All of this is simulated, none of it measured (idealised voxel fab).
Process module under the name voxel lift off
cross-section cut | 285 nm wide | cells 5 nm
Cross-section spec: square-cell grid; bands listed top down; each band is one or more rows. A band entry consists of two parts. The first gives the height of the band's top and the height of its bottom, in nm. The rest lists the band's materials from left to right, each with its width in nm. A single material labelled with the word "edge to edge" fills the band from edge to edge, and the word "blank" marks empty space. Zero point of the height axis is 0; under it, received wafer = one material. Lowest band: continues down indefinitely, "from 0 down". The width entry "30..40" should be interpreted row by row: the top row of cells in the band takes the first number, the bottom row takes the second number, and the change between adjacent rows is uniform throughout. The cross-section has no changed cell in any step marked "nothing was modified". Enclosed voids (no open way to top), threshold 8 cells or more, entry "Enclosed empty spaces", notation width x height at distance, distance from left edge, nm. Read whatever lies past the settings on a step's line as the simulator's own remark about the step. The line of a step may include "overlay nm". On a step with a mask, this value is how far to the right of its planned place the mask lay. A negative value means the mask lay to the left.
-- The following list gives the planned process steps
1. RECEIVE with material Si
2. CONFORMAL_DEP with material SiO2, thk nm 10
3. PATTERN with tone open, mask id LINES, material resist, width nm 15, pitch nm 40, thk nm 20, overlay nm 0
4. DIRECTIONAL_DEP with material Ru, thk nm 5
5. STRIP with etch materials resist
6. CONFORMAL_DEP with material SiN, thk nm 10
The plan shows the width nm of step 3 as the first wafer had it; this setting differs between the wafers, which start out alike.
-- After step 1, as received: first of several wafers, cross-section
  from 0 down  Si edge to edge
  Enclosed empty spaces: none
-- The rows of the table below are wafers. Looking at the end of the module, a row counts, for every material, the cells the wafer has gained, shown as (+), or lost, shown as (-), since it was received; its closed voids come next
width nm 15; +6 Ru; +122 SiN; +114 SiO2; Enclosed empty spaces: none
width nm 20; +8 Ru; +122 SiN; +114 SiO2; Enclosed empty spaces: none
width nm 25; +10 Ru; +121 SiN; +114 SiO2; Enclosed empty spaces: none
